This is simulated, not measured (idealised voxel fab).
Process module heading - voxel quadruple lines
Cross-section cut spans 285 nm and uses square cells 5 nm in size.
If you're reading a cross-section in this doc, picture square cells in a grid; it comes to you as bands, top ones listed first down to the bottom, and a band can be one or more rows of cells. The entry gives the band's vertical extent as a top height and a bottom height in nm, then its horizontal make-up as materials from left to right, each with a width in nm. "empty" stands for empty space; a single material marked "throughout" fills the band edge to edge. Where do heights start? At 0: under that level the wafer as delivered is made of one material only. And the lowest band has no floor; it just carries on downward, as in "0 -> down". The expression "30..40" gives the width at the extremes of the band, the first number at its top row of cells and the second at its bottom row, with the width changing by equal amounts from each row to the next in between. Basically "all unchanged" means that step didn't change any cell in the cross-section. Heads up: "Enclosed void list" only lists the empty pockets with no open path to the top that are 8 cells or more, and it writes them as width x height at distance, distance from the left edge, in nm. after a step's settings: what the simulator itself notes on the step. overlay nm: how far to the right of its planned place the mask lay on this masked step (negative: to the left).

## These are the steps we planned for the process
1,RECEIVE, material Si
2,CONFORMAL_DEP, material Al2O3, thk nm 5
3,DIRECTIONAL_DEP, material W, thk nm 15
4,DIRECTIONAL_DEP, material polySi, thk nm 20
5,DIRECTIONAL_DEP, material aC, thk nm 25
6,PATTERN, tone cover, mask id MANDREL, material resist, width nm 30, thk nm 30, overlay nm 0
7,DIRECTIONAL_ETCH, etch materials aC, depth nm 25
8,STRIP, etch materials resist
9,CONFORMAL_DEP, material SiO2, thk nm 10
10,DIRECTIONAL_ETCH, etch materials SiO2, depth nm 10
11,STRIP, etch materials aC
12,DIRECTIONAL_ETCH, etch materials polySi, depth nm 20
13,STRIP, etch materials SiO2
14,CONFORMAL_DEP, material SiN, thk nm 10
15,DIRECTIONAL_ETCH, etch materials SiN, depth nm 10
16,STRIP, etch materials polySi
17,DIRECTIONAL_ETCH, etch materials W, depth nm 15
18,STRIP, etch materials SiN
19,FILL_DEP, material lowk, thk nm 5
20,CMP, height nm 20

## First of the two wafers, run per plan

## As-received wafer cross-section (after step 1)
* 0 -> down | Si throughout
* Enclosed void list: none

## Take a look at the wafer's cross-section after step 2
* 5 -> 0 | Al2O3 throughout
* For the remainder of the cross-section, below 0, there is no change.

## Take a look at the wafer's cross-section after step 3
* 20 -> 5 | W throughout
* For the remainder of the cross-section, below 5, there is no change.

## Take a look at the wafer's cross-section after step 4
* 40 -> 20 | polySi throughout
* For the remainder of the cross-section, below 20, there is no change.

## Take a look at the wafer's cross-section after step 5
* 65 -> 40 | aC throughout
* For the remainder of the cross-section, below 40, there is no change.

## Take a look at the wafer's cross-section after step 6
* 95 -> 65 | empty=125 / resist=30 / empty=130
* For the remainder of the cross-section, below 65, there is no change.

## Take a look at the wafer's cross-section after step 7
* 70 -> 65 | empty=125 / resist=30 / empty=130
* 65 -> 40 | empty=125 / aC=30 / empty=130
* For the remainder of the cross-section, below 40, there is no change.

## Take a look at the wafer's cross-section after step 8
* 65 -> 40 | empty=125 / aC=30 / empty=130
* For the remainder of the cross-section, below 40, there is no change.

## Take a look at the wafer's cross-section after step 9
* 75 -> 65 | empty=115 / SiO2=50 / empty=120
* 65 -> 50 | empty=115 / SiO2=10 / aC=30 / SiO2=10 / empty=120
* 50 -> 40 | SiO2=125 / aC=30 / SiO2=130
* For the remainder of the cross-section, below 40, there is no change.

## Take a look at the wafer's cross-section after step 10
* 65 -> 40 | empty=115 / SiO2=10 / aC=30 / SiO2=10 / empty=120
* For the remainder of the cross-section, below 40, there is no change.

## Take a look at the wafer's cross-section after step 11
* 65 -> 40 | empty=115 / SiO2=10 / empty=30 / SiO2=10 / empty=120
* For the remainder of the cross-section, below 40, there is no change.

## Take a look at the wafer's cross-section after step 12
* 65 -> 40 | empty=115 / SiO2=10 / empty=30 / SiO2=10 / empty=120
* 40 -> 20 | empty=115 / polySi=10 / empty=30 / polySi=10 / empty=120
* For the remainder of the cross-section, below 20, there is no change.

## Take a look at the wafer's cross-section after step 13
* 40 -> 20 | empty=115 / polySi=10 / empty=30 / polySi=10 / empty=120
* For the remainder of the cross-section, below 20, there is no change.

## Take a look at the wafer's cross-section after step 14
* 50 -> 40 | empty=105 / SiN=30 / empty=10 / SiN=30 / empty=110
* 40 -> 30 | empty=105 / SiN=10 / polySi=10 / SiN=10 / empty=10 / SiN=10 / polySi=10 / SiN=10 / empty=110
* 30 -> 20 | SiN=115 / polySi=10 / SiN=30 / polySi=10 / SiN=120
* For the remainder of the cross-section, below 20, there is no change.

## Take a look at the wafer's cross-section after step 15
* 40 -> 20 | empty=105 / SiN=10 / polySi=10 / SiN=10 / empty=10 / SiN=10 / polySi=10 / SiN=10 / empty=110
* For the remainder of the cross-section, below 20, there is no change.

## Take a look at the wafer's cross-section after step 16
* 40 -> 20 | empty=105 / SiN=10 / empty=10 / SiN=10 / empty=10 / SiN=10 / empty=10 / SiN=10 / empty=110
* For the remainder of the cross-section, below 20, there is no change.

## Take a look at the wafer's cross-section after step 17
* 40 -> 20 | empty=105 / SiN=10 / empty=10 / SiN=10 / empty=10 / SiN=10 / empty=10 / SiN=10 / empty=110
* 20 -> 5 | empty=105 / W=10 / empty=10 / W=10 / empty=10 / W=10 / empty=10 / W=10 / empty=110
* For the remainder of the cross-section, below 5, there is no change.

## Take a look at the wafer's cross-section after step 18
* 20 -> 5 | empty=105 / W=10 / empty=10 / W=10 / empty=10 / W=10 / empty=10 / W=10 / empty=110
* For the remainder of the cross-section, below 5, there is no change.

## Take a look at the wafer's cross-section after step 19
* 25 -> 20 | lowk throughout
* 20 -> 5 | lowk=105 / W=10 / lowk=10 / W=10 / lowk=10 / W=10 / lowk=10 / W=10 / lowk=110
* For the remainder of the cross-section, below 5, there is no change.

## Take a look at the wafer's cross-section after step 20
* 20 -> 5 | lowk=105 / W=10 / lowk=10 / W=10 / lowk=10 / W=10 / lowk=10 / W=10 / lowk=110
* For the remainder of the cross-section, below 5, there is no change.

## Second wafer: same start and same plan as the first, one execution error; identical to the first through step 18

## Cross-section of the second wafer corresponding to the planned conclusion of step 19
* 30 -> 20 | lowk throughout
* 20 -> 5 | lowk=105 / W=10 / lowk=10 / W=10 / lowk=10 / W=10 / lowk=10 / W=10 / lowk=110
* For the remainder of the cross-section, below 5, there is no change.

## Cross-section of the second wafer corresponding to the planned conclusion of step 20
* 20 -> 5 | lowk=105 / W=10 / lowk=10 / W=10 / lowk=10 / W=10 / lowk=10 / W=10 / lowk=110
* For the remainder of the cross-section, below 5, there is no change.
Nonconformance to the process plan: the plan had its step 19 run twice
The final cross-section is the same for the two wafers, so this model computes the same thing whether or not the mistake was made.
